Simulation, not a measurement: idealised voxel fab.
Process module in this document: voxel self aligned vias
Displayed cross-section: cut, width of 255 nm, square cells sized 5 nm.
In what follows, cross-sections appear as grids of square cells, described through bands that run from the top down, where every band is one or more rows of cells.
Each band's line starts with the height of the band's top and of its bottom, in nm. Then come its materials from left to right, each with its width in nm. One material with "all across" fills the band from edge to edge. "air" is empty space.
Counting heights begins at 0, where everything beneath is, in the wafer as received, one material. The lowest band has no bottom; it goes on downwards, as "from 0 down" shows.
Read "30..40" as a graded width: first number on top, second number at the bottom, same change between each pair of neighbouring rows.
When a step is marked "no modifications", none of the cells in the cross-section changed during that step.
This entry, "Sealed internal cavities", enumerates those empty regions of no fewer than 8 cells that possess no open connection to the top. Each region is reported in the form width x height at distance, the distance being taken from the left edge, with all three quantities expressed in nm.
On a step's line, text after the settings is the simulator commenting on that step.
overlay nm: step with mask; distance mask lay right of planned place; negative value = left of planned place.

This section lists the process steps that were planned:
1. op RECEIVE | material Si
2. op CONFORMAL_DEP | material SiO2 | thk nm 10
3. op CONFORMAL_DEP | material SiCN | thk nm 5
4. op DIRECTIONAL_DEP | material lowk | thk nm 20
5. op MASKED_ETCH | tone open | mask id LINES | width nm 20 | pitch nm 55 | etch materials lowk | depth nm 20 | overlay nm 0
6. op CONFORMAL_DEP | material TiN | thk nm 5
7. op FILL_DEP | material W | thk nm 5
8. op CMP | height nm 35
9. op SELECTIVE_ETCH | etch materials W Ru TiN | depth nm 5
10. op FILL_DEP | material SiN | thk nm 10
11. op CMP | height nm 35
12. op DIRECTIONAL_DEP | material lowk | thk nm 20
13. op PATTERN | tone open | mask id VIAS | material resist | width nm 40 | pitch nm 55 | thk nm 20 | overlay nm 0
14. op DIRECTIONAL_ETCH | etch materials lowk | depth nm 20
15. op DIRECTIONAL_ETCH | etch materials SiN | depth nm 5
16. op STRIP | etch materials resist
17. op CONFORMAL_DEP | material TiN | thk nm 5
18. op FILL_DEP | material Ru | thk nm 10
19. op CMP | height nm 55
20. op CONFORMAL_DEP | material SiCN | thk nm 5

Run as planned: first of two wafers:

Cross-section, incoming material, after step 1:
  from 0 down | Si all across
  Sealed internal cavities: none

Cross-section through the wafer, step 2 finished:
  from 10 to 0 | SiO2 all across
  Below a height of 0, the structure has not been altered.

Cross-section through the wafer, step 3 finished:
  from 15 to 10 | SiCN all across
  Below a height of 10, the structure has not been altered.

Cross-section through the wafer, step 4 finished:
  from 35 to 15 | lowk all across
  Below a height of 15, the structure has not been altered.

Cross-section through the wafer, step 5 finished:
  from 35 to 15 | lowk (60) / air (20) / lowk (35) / air (20) / lowk (35) / air (20) / lowk (65)
  Below a height of 15, the structure has not been altered.

Cross-section through the wafer, step 6 finished:
  from 40 to 35 | TiN (65) / air (10) / TiN (45) / air (10) / TiN (45) / air (10) / TiN (70)
  from 35 to 20 | lowk (60) / TiN (5) / air (10) / TiN (5) / lowk (35) / TiN (5) / air (10) / TiN (5) / lowk (35) / TiN (5) / air (10) / TiN (5) / lowk (65)
  from 20 to 15 | lowk (60) / TiN (20) / lowk (35) / TiN (20) / lowk (35) / TiN (20) / lowk (65)
  Below a height of 15, the structure has not been altered.

Cross-section through the wafer, step 7 finished:
  from 45 to 40 | W all across
  from 40 to 35 | TiN (65) / W (10) / TiN (45) / W (10) / TiN (45) / W (10) / TiN (70)
  from 35 to 20 | lowk (60) / TiN (5) / W (10) / TiN (5) / lowk (35) / TiN (5) / W (10) / TiN (5) / lowk (35) / TiN (5) / W (10) / TiN (5) / lowk (65)
  Below a height of 20, the structure has not been altered.

Cross-section through the wafer, step 8 finished:
  from 35 to 20 | lowk (60) / TiN (5) / W (10) / TiN (5) / lowk (35) / TiN (5) / W (10) / TiN (5) / lowk (35) / TiN (5) / W (10) / TiN (5) / lowk (65)
  Below a height of 20, the structure has not been altered.

Cross-section through the wafer, step 9 finished:
  from 35 to 30 | lowk (60) / air (20) / lowk (35) / air (20) / lowk (35) / air (20) / lowk (65)
  Below a height of 30, the structure has not been altered.

Cross-section through the wafer, step 10 finished:
  from 45 to 35 | SiN all across
  from 35 to 30 | lowk (60) / SiN (20) / lowk (35) / SiN (20) / lowk (35) / SiN (20) / lowk (65)
  Below a height of 30, the structure has not been altered.

Cross-section through the wafer, step 11 finished:
  from 35 to 30 | lowk (60) / SiN (20) / lowk (35) / SiN (20) / lowk (35) / SiN (20) / lowk (65)
  Below a height of 30, the structure has not been altered.

Cross-section through the wafer, step 12 finished:
  from 55 to 35 | lowk all across
  Below a height of 35, the structure has not been altered.

Cross-section through the wafer, step 13 finished:
  from 75 to 55 | resist (50) / air (40) / resist (15) / air (40) / resist (15) / air (40) / resist (55)
  Below a height of 55, the structure has not been altered.

Cross-section through the wafer, step 14 finished:
  from 75 to 55 | resist (50) / air (40) / resist (15) / air (40) / resist (15) / air (40) / resist (55)
  from 55 to 35 | lowk (50) / air (40) / lowk (15) / air (40) / lowk (15) / air (40) / lowk (55)
  Below a height of 35, the structure has not been altered.

Cross-section through the wafer, step 15 finished:
  from 75 to 55 | resist (50) / air (40) / resist (15) / air (40) / resist (15) / air (40) / resist (55)
  from 55 to 35 | lowk (50) / air (40) / lowk (15) / air (40) / lowk (15) / air (40) / lowk (55)
  from 35 to 30 | lowk (60) / air (20) / lowk (35) / air (20) / lowk (35) / air (20) / lowk (65)
  Below a height of 30, the structure has not been altered.

Cross-section through the wafer, step 16 finished:
  from 55 to 35 | lowk (50) / air (40) / lowk (15) / air (40) / lowk (15) / air (40) / lowk (55)
  Below a height of 35, the structure has not been altered.

Cross-section through the wafer, step 17 finished:
  from 60 to 55 | TiN (55) / air (30) / TiN (25) / air (30) / TiN (25) / air (30) / TiN (60)
  from 55 to 40 | lowk (50) / TiN (5) / air (30) / TiN (5) / lowk (15) / TiN (5) / air (30) / TiN (5) / lowk (15) / TiN (5) / air (30) / TiN (5) / lowk (55)
  from 40 to 35 | lowk (50) / TiN (15) / air (10) / TiN (15) / lowk (15) / TiN (15) / air (10) / TiN (15) / lowk (15) / TiN (15) / air (10) / TiN (15) / lowk (55)
  from 35 to 30 | lowk (60) / TiN (20) / lowk (35) / TiN (20) / lowk (35) / TiN (20) / lowk (65)
  Below a height of 30, the structure has not been altered.

Cross-section through the wafer, step 18 finished:
  from 70 to 60 | Ru all across
  from 60 to 55 | TiN (55) / Ru (30) / TiN (25) / Ru (30) / TiN (25) / Ru (30) / TiN (60)
  from 55 to 40 | lowk (50) / TiN (5) / Ru (30) / TiN (5) / lowk (15) / TiN (5) / Ru (30) / TiN (5) / lowk (15) / TiN (5) / Ru (30) / TiN (5) / lowk (55)
  from 40 to 35 | lowk (50) / TiN (15) / Ru (10) / TiN (15) / lowk (15) / TiN (15) / Ru (10) / TiN (15) / lowk (15) / TiN (15) / Ru (10) / TiN (15) / lowk (55)
  Below a height of 35, the structure has not been altered.

Cross-section through the wafer, step 19 finished:
  from 55 to 40 | lowk (50) / TiN (5) / Ru (30) / TiN (5) / lowk (15) / TiN (5) / Ru (30) / TiN (5) / lowk (15) / TiN (5) / Ru (30) / TiN (5) / lowk (55)
  Below a height of 40, the structure has not been altered.

Cross-section through the wafer, step 20 finished:
  from 60 to 55 | SiCN all across
  Below a height of 55, the structure has not been altered.

For the second wafer, take the first wafer's start and plan, then add one mistake made in running it; everything through step 13, that step included, is shared with the first:

Cross-section of the second wafer corresponding to the planned conclusion of step 14:
  from 75 to 55 | resist (50) / air (40) / resist (15) / air (40) / resist (15) / air (40) / resist (55)
  from 55 to 35 | lowk (50) / air (40) / lowk (15) / air (40) / lowk (15) / air (40) / lowk (55)
  from 35 to 30 | lowk (50) / air (10) / SiN (20) / air (10) / lowk (15) / air (10) / SiN (20) / air (10) / lowk (15) / air (10) / SiN (20) / air (10) / lowk (55)
  from 30 to 20 | lowk (50) / air (10) / TiN (5) / W (10) / TiN (5) / air (10) / lowk (15) / air (10) / TiN (5) / W (10) / TiN (5) / air (10) / lowk (15) / air (10) / TiN (5) / W (10) / TiN (5) / air (10) / lowk (55)
  from 20 to 15 | lowk (50) / air (10) / TiN (20) / air (10) / lowk (15) / air (10) / TiN (20) / air (10) / lowk (15) / air (10) / TiN (20) / air (10) / lowk (55)
  Below a height of 15, the structure has not been altered.

Cross-section of the second wafer corresponding to the planned conclusion of step 15:
  from 75 to 55 | resist (50) / air (40) / resist (15) / air (40) / resist (15) / air (40) / resist (55)
  from 55 to 30 | lowk (50) / air (40) / lowk (15) / air (40) / lowk (15) / air (40) / lowk (55)
  Below a height of 30, the structure has not been altered.

Cross-section of the second wafer corresponding to the planned conclusion of step 16:
  from 55 to 30 | lowk (50) / air (40) / lowk (15) / air (40) / lowk (15) / air (40) / lowk (55)
  Below a height of 30, the structure has not been altered.

Cross-section of the second wafer corresponding to the planned conclusion of step 17:
  from 60 to 55 | TiN (55) / air (30) / TiN (25) / air (30) / TiN (25) / air (30) / TiN (60)
  from 55 to 35 | lowk (50) / TiN (5) / air (30) / TiN (5) / lowk (15) / TiN (5) / air (30) / TiN (5) / lowk (15) / TiN (5) / air (30) / TiN (5) / lowk (55)
  from 35 to 30 | lowk (50) / TiN (40) / lowk (15) / TiN (40) / lowk (15) / TiN (40) / lowk (55)
  from 30 to 20 | lowk (50) / TiN (15) / W (10) / TiN (15) / lowk (15) / TiN (15) / W (10) / TiN (15) / lowk (15) / TiN (15) / W (10) / TiN (15) / lowk (55)
  from 20 to 15 | lowk (50) / TiN (40) / lowk (15) / TiN (40) / lowk (15) / TiN (40) / lowk (55)
  Below a height of 15, the structure has not been altered.

Cross-section of the second wafer corresponding to the planned conclusion of step 18:
  from 70 to 60 | Ru all across
  from 60 to 55 | TiN (55) / Ru (30) / TiN (25) / Ru (30) / TiN (25) / Ru (30) / TiN (60)
  from 55 to 35 | lowk (50) / TiN (5) / Ru (30) / TiN (5) / lowk (15) / TiN (5) / Ru (30) / TiN (5) / lowk (15) / TiN (5) / Ru (30) / TiN (5) / lowk (55)
  Below a height of 35, the structure has not been altered.

Cross-section of the second wafer corresponding to the planned conclusion of step 19:
  from 55 to 35 | lowk (50) / TiN (5) / Ru (30) / TiN (5) / lowk (15) / TiN (5) / Ru (30) / TiN (5) / lowk (15) / TiN (5) / Ru (30) / TiN (5) / lowk (55)
  Below a height of 35, the structure has not been altered.

Cross-section of the second wafer corresponding to the planned conclusion of step 20:
  from 60 to 55 | SiCN all across
  Below a height of 55, the structure has not been altered.
what went wrong: step 14 of the plan was executed twice over
FYI, end of process, the second wafer has more or fewer cells of some materials than the first: Ru: 12 more; TiN: 36 more; lowk: 48 fewer
